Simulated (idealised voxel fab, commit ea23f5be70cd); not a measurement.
Title: Process Module voxel ribs on slabs
Pictured: cross-section cut, 265 nm wide, on a grid of 5 nm square cells.
We lay out every cross-section as a grid of square cells and spell it out in bands from the top down, where one band means one or more rows of cells.
Band: top height; bottom height; in nm. Then, left to right: material with width in nm, for each material. "throughout": a single material spanning edge to edge. "air": empty space.
The level at which height equals 0 is the one under which the wafer, as it arrives, is entirely one material. No lower edge exists for the bottom band, which continues downward and is notated as in "from 0 down".
Read "30 to 40" as a graded width: first number on top, second number at the bottom, same change between each pair of neighbouring rows.
"all unchanged" -> step changed no cross-section cell.
"Sealed void list": sealed empty spaces, 8 cells or more, no open way to top, listed width x height at distance, with distance from the left edge and width, height and distance in nm.
Note: text after step settings on the step line = simulator remark on that step.
On any step carrying a mask, the "overlay nm" setting, if present on the step's line, tells how far right of its planned place the mask lay; negative values point to the left.
These are the steps we planned for the process
step 1: RECEIVE,material Si
step 2: DIRECTIONAL_DEP,material SiO2,thk nm 30
step 3: DIRECTIONAL_DEP,material polySi,thk nm 20
step 4: DIRECTIONAL_DEP,material aC,thk nm 15
step 5: PATTERN,tone cover,mask id RIB,material resist,width nm 30,thk nm 35,overlay nm 0
step 6: DIRECTIONAL_ETCH,etch materials aC,depth nm 15
step 7: STRIP,etch materials resist
step 8: DIRECTIONAL_ETCH,etch materials polySi,depth nm 10
step 9: STRIP,etch materials aC
step 10: DIRECTIONAL_DEP,material aC,thk nm 10
step 11: PATTERN,tone cover,mask id SLAB,material resist,width nm 70,thk nm 25,overlay nm 0
step 12: DIRECTIONAL_ETCH,etch materials aC,depth nm 10
step 13: STRIP,etch materials resist
step 14: DIRECTIONAL_ETCH,etch materials polySi,depth nm 10
step 15: STRIP,etch materials aC
step 16: FILL_DEP,material SiO2,thk nm 25
step 17: CMP,height nm 70
step 18: DIRECTIONAL_DEP,material W,thk nm 10
step 19: MASKED_ETCH,tone cover,mask id HEATER,width nm 40,etch materials W,depth nm 10,overlay nm 0
step 20: CONFORMAL_DEP,material SiO2,thk nm 10
Same starting wafers, different width nm at step 11. Plan value belongs to the first wafer.
As received, i.e. after step 1: cross-section through the first of several wafers
    from 0 down  Si throughout
    Sealed void list: none
wafer rows; end of module; cells per material since receipt: (+) gained, (-) lost; then closed voids
width nm 70, +816 SiO2, +16 W, +40 polySi, Sealed void list: none
width nm 75, +814 SiO2, +16 W, +42 polySi, Sealed void list: none
width nm 80, +812 SiO2, +16 W, +44 polySi, Sealed void list: none
width nm 85, +810 SiO2, +16 W, +46 polySi, Sealed void list: none
width nm 90, +808 SiO2, +16 W, +48 polySi, Sealed void list: none
width nm 95, +806 SiO2, +16 W, +50 polySi, Sealed void list: none
